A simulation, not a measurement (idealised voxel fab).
voxel air gaps: a process module
Each square cell in cross-section cut measures 5 nm, and the section as a whole is 165 nm wide.
The cross-sections in this document take the form of a grid made of square cells. They are written out as bands, in order from top to bottom. Each band consists of one or more rows of cells.
Read a band's entry like this: the first values are the height of its top and the height of its bottom in nm, and what follows is the sequence of materials from left to right, each with its width in nm. Note that "blank" is empty space, and that a single material marked "everywhere" reaches across the band from edge to edge.
Where do heights start? At 0: under that level the wafer as delivered is made of one material only. And the lowest band has no floor; it just carries on downward, as in "0 and below".
A width such as "30 to 40" changes by the same amount from each row of cells to the next, from the band's top row to its bottom row.
"remains unaltered", as given for a step, is the statement that not any cell of the cross-section underwent a change during that step.
Any empty space of 8 cells or more lacking an open way to the top shows up in "Closed empty spaces" as width x height at distance, distance from the left edge, in nm.
Whatever follows a step's settings on its line is a remark the simulator itself makes about that step.
overlay nm: on a step with a mask, how far right of its planned place the mask lay; negative means left.

Planned step list for the process:
| 1 | op RECEIVE | material Si |
| 2 | op CONFORMAL_DEP | material SiO2 | thk nm 10 |
| 3 | op CONFORMAL_DEP | material SiN | thk nm 5 |
| 4 | op DIRECTIONAL_DEP | material lowk | thk nm 35 |
| 5 | op PATTERN | tone open | mask id LINES | material resist | width nm 15 | pitch nm 40 | thk nm 15 | overlay nm 0 |
| 6 | op DIRECTIONAL_ETCH | etch materials lowk | depth nm 35 |
| 7 | op STRIP | etch materials resist |
| 8 | op CONFORMAL_DEP | material TiN | thk nm 5 |
| 9 | op FILL_DEP | material W | thk nm 5 |
| 10 | op CMP | height nm 50 |
| 11 | op EPI | material Ru | thk nm 10 |
| 12 | op SELECTIVE_ETCH | etch materials lowk | depth nm 45 |
| 13 | op CONFORMAL_DEP | material SiCN | thk nm 5 |

Cross-section of the wafer at receipt, which is the condition after step 1:
> 0 and below = Si everywhere
> Closed empty spaces: none

Cross-sectional view of the first of the two wafers upon completion of the module, processed in accordance with the plan:
> 65 down to 60 = 20 nm blank  125 nm SiCN  20 nm blank
> 60 down to 50 = 20 nm blank  5 nm SiCN  35 nm Ru  5 nm SiCN  35 nm Ru  5 nm SiCN  35 nm Ru  5 nm SiCN  20 nm blank
> 50 down to 45 = 20 nm blank  15 nm SiCN  5 nm TiN  5 nm W  5 nm TiN  25 nm SiCN  5 nm TiN  5 nm W  5 nm TiN  25 nm SiCN  5 nm TiN  5 nm W  5 nm TiN  15 nm SiCN  20 nm blank
> 45 down to 20 = 30 nm blank  5 nm SiCN  5 nm TiN  5 nm W  5 nm TiN  5 nm SiCN  15 nm blank  5 nm SiCN  5 nm TiN  5 nm W  5 nm TiN  5 nm SiCN  15 nm blank  5 nm SiCN  5 nm TiN  5 nm W  5 nm TiN  5 nm SiCN  30 nm blank
> 20 down to 15 = 35 nm SiCN  15 nm TiN  25 nm SiCN  15 nm TiN  25 nm SiCN  15 nm TiN  35 nm SiCN
> 15 down to 10 = SiN everywhere
> 10 down to 0 = SiO2 everywhere
> 0 and below = Si everywhere
> Closed empty spaces: 15 x 25 at 55; 15 x 25 at 95

Second of two wafers, module complete, sectioned: it shares the first wafer's start and plan but was run with one mistake:
> 65 down to 60 = 25 nm blank  125 nm SiCN  15 nm blank
> 60 down to 50 = 25 nm blank  5 nm SiCN  35 nm Ru  5 nm SiCN  35 nm Ru  5 nm SiCN  35 nm Ru  5 nm SiCN  15 nm blank
> 50 down to 45 = 25 nm blank  15 nm SiCN  5 nm TiN  5 nm W  5 nm TiN  25 nm SiCN  5 nm TiN  5 nm W  5 nm TiN  25 nm SiCN  5 nm TiN  5 nm W  5 nm TiN  15 nm SiCN  15 nm blank
> 45 down to 20 = 35 nm blank  5 nm SiCN  5 nm TiN  5 nm W  5 nm TiN  5 nm SiCN  15 nm blank  5 nm SiCN  5 nm TiN  5 nm W  5 nm TiN  5 nm SiCN  15 nm blank  5 nm SiCN  5 nm TiN  5 nm W  5 nm TiN  5 nm SiCN  25 nm blank
> 20 down to 15 = 40 nm SiCN  15 nm TiN  25 nm SiCN  15 nm TiN  25 nm SiCN  15 nm TiN  30 nm SiCN
> 15 down to 10 = SiN everywhere
> 10 down to 0 = SiO2 everywhere
> 0 and below = Si everywhere
> Closed empty spaces: 15 x 25 at 60; 15 x 25 at 100
What broke from the plan during processing? step 5 ran with different settings than intended, the actual operation and settings being op PATTERN | tone open | mask id LINES | material resist | width nm 15 | pitch nm 40 | thk nm 15 | overlay nm 5
At the end, the second wafer has the same number of cells of each material as the first, but those cells sit in other places.
